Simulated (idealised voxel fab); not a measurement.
process module | voxel gate over fins
235 nm wide, 5 nm square cells: that's cross-section cut.
If you're reading a cross-section in this doc, picture square cells in a grid; it comes to you as bands, top ones listed first down to the bottom, and a band can be one or more rows of cells. Top, bottom (nm), then materials left to right with widths (nm); lone material tagged "full width" fills the whole band edge to edge; "air" = empty space. Below 0: as-received wafer, all one material; heights counted from there. Lowest band: no bottom, goes on down, written "0 and below". Graded width ("30 to 40"): value in top row of band = first number; value in bottom row = second number; row-to-row change constant. The designation "stayed the same", where it is given for a processing step, indicates that no cell of the cross-section was altered in the course of that step. "Enclosed internal cavities" - sealed voids, min. 8 cells, no opening to top; format: width x height at distance (distance from left edge; nm throughout). Where a step's line continues beyond its settings, the continuation is a remark by the simulator itself on that step. overlay nm: right-of-plan distance of the mask on a masked step; negative values mean left-of-plan.
[Steps planned for the process]
1) RECEIVE with material Si
2) CONFORMAL_DEP with material SiN, thk nm 10
3) DIRECTIONAL_DEP with material aC, thk nm 15
4) PATTERN with tone cover, mask id FINS, material resist, width nm 15, pitch nm 45, thk nm 35, overlay nm 0
5) DIRECTIONAL_ETCH with etch materials aC, depth nm 15
6) STRIP with etch materials resist
7) DIRECTIONAL_ETCH with etch materials SiN, depth nm 10
8) DIRECTIONAL_ETCH with etch materials Si, depth nm 40
9) STRIP with etch materials aC
10) OXIDIZE with depth nm 5
11) FILL_DEP with material SiO2, thk nm 5
12) CMP with height nm 10
13) SELECTIVE_ETCH with etch materials SiO2, depth nm 20
14) STRIP with etch materials SiN
15) CONFORMAL_DEP with material HfO2, thk nm 5
16) CONFORMAL_DEP with material TiN, thk nm 5
17) FILL_DEP with material W, thk nm 10
18) CMP with height nm 15
19) CONFORMAL_DEP with material SiN, thk nm 10
[Delivered wafer in cross-section: state after step 1]
	0 and below  Si full width
	Enclosed internal cavities: none
[What the wafer looks like in cross-section after this module, when it starts as shown above and follows the plan above but one mistake is made in running it]
	25 down to 15  SiN full width
	15 down to 10  W full width
	10 down to 5  85 nm W, 25 nm TiN, 20 nm W, 25 nm TiN, 80 nm W
	5 down to 0  85 nm W, 5 nm TiN, 15 nm HfO2, 5 nm TiN, 20 nm W, 5 nm TiN, 15 nm HfO2, 5 nm TiN, 80 nm W
	0 down to -5  90 nm TiN, 5 nm HfO2, 5 nm Si, 5 nm HfO2, 30 nm TiN, 5 nm HfO2, 5 nm Si, 5 nm HfO2, 85 nm TiN
	-5 down to -10  95 nm HfO2, 5 nm Si, 40 nm HfO2, 5 nm Si, 90 nm HfO2
	-10 down to -45  95 nm SiO2, 5 nm Si, 40 nm SiO2, 5 nm Si, 90 nm SiO2
	-45 and below  Si full width
	Enclosed internal cavities: none
Nonconformance to the process plan: step 4 was not run as planned; what actually ran was PATTERN with tone cover, mask id FINS, material resist, width nm 15, pitch nm 45, thk nm 35, overlay nm 5
